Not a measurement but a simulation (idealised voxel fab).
Name of the process module below: voxel plated lines
Pictured: cross-section cut, 260 nm wide, on a grid of 5 nm square cells.
When this document writes out a cross-section, it uses a grid of square cells and lists it as bands, beginning at the top and moving down, with a band standing for one or more rows of cells.
Quick guide to a band line: top height, bottom height (nm) up front; then every material left to right with its width in nm. Only one material and it's marked "edge to edge"? Then it fills the band edge to edge. And "empty" just means empty space.
Heights from 0 (as-received wafer is one material below). Bottom band endless downward, as "0 -> down".
A width given as "30 to 40" starts at the first number in the band's top row and ends at the second number in its bottom row, shifting by an equal amount at every step from row to row.
"remained the same" after a step means that no cell of the cross-section changed.
"Fully sealed cavities" enumerates empty spaces isolated from the top, with no open way to it, that contain at least 8 cells, giving each as width x height at distance from the left edge, all three in nm.
Step line, after settings: the simulator's comment on this step.
overlay nm: where the mask lay relative to plan, measured to the right, on steps with a mask; negatives go left.
### Listed below are the process steps as planned
1 RECEIVE: material Si
2 CONFORMAL_DEP: material Al2O3, thk nm 10
3 DIRECTIONAL_DEP: material TiN, thk nm 5
4 PATTERN: tone open, mask id LINES, material resist, width nm 20, pitch nm 40, thk nm 35, overlay nm 0
5 EPI: material Ru, thk nm 10
6 EPI: material Ru, thk nm 5
7 EPI: material Ru, thk nm 10
8 STRIP: etch materials resist
9 DIRECTIONAL_ETCH: etch materials TiN, depth nm 5
10 CONFORMAL_DEP: material SiO2, thk nm 10
### As-received state of the wafer in cross-section, equivalent to post-step 1
0 -> down | Si edge to edge
Fully sealed cavities: none
### Sectioned view, first of two wafers, at the close of the module, processed as intended in the plan
50 -> 40 | 50 of empty; 160 of SiO2; 50 of empty
40 -> 20 | 50 of empty; 10 of SiO2; 20 of Ru; 20 of SiO2; 20 of Ru; 20 of SiO2; 20 of Ru; 20 of SiO2; 20 of Ru; 10 of SiO2; 50 of empty
20 -> 15 | 60 of SiO2; 20 of Ru; 20 of SiO2; 20 of Ru; 20 of SiO2; 20 of Ru; 20 of SiO2; 20 of Ru; 60 of SiO2
15 -> 10 | 60 of SiO2; 20 of TiN; 20 of SiO2; 20 of TiN; 20 of SiO2; 20 of TiN; 20 of SiO2; 20 of TiN; 60 of SiO2
10 -> 0 | Al2O3 edge to edge
0 -> down | Si edge to edge
Fully sealed cavities: none
### Cross-sectional view: second of two wafers, end of module; start and plan identical to the first, one mistake in running
25 -> 10 | SiO2 edge to edge
10 -> 0 | Al2O3 edge to edge
0 -> down | Si edge to edge
Fully sealed cavities: none
Deviation from plan: note that step 3 departed from the planned setting and was carried out as DIRECTIONAL_DEP: material SiO2, thk nm 5
End of process, cell counts, second wafer against first, materials with more or fewer: Ru: 80 fewer, SiO2: 44 fewer, TiN: 16 fewer
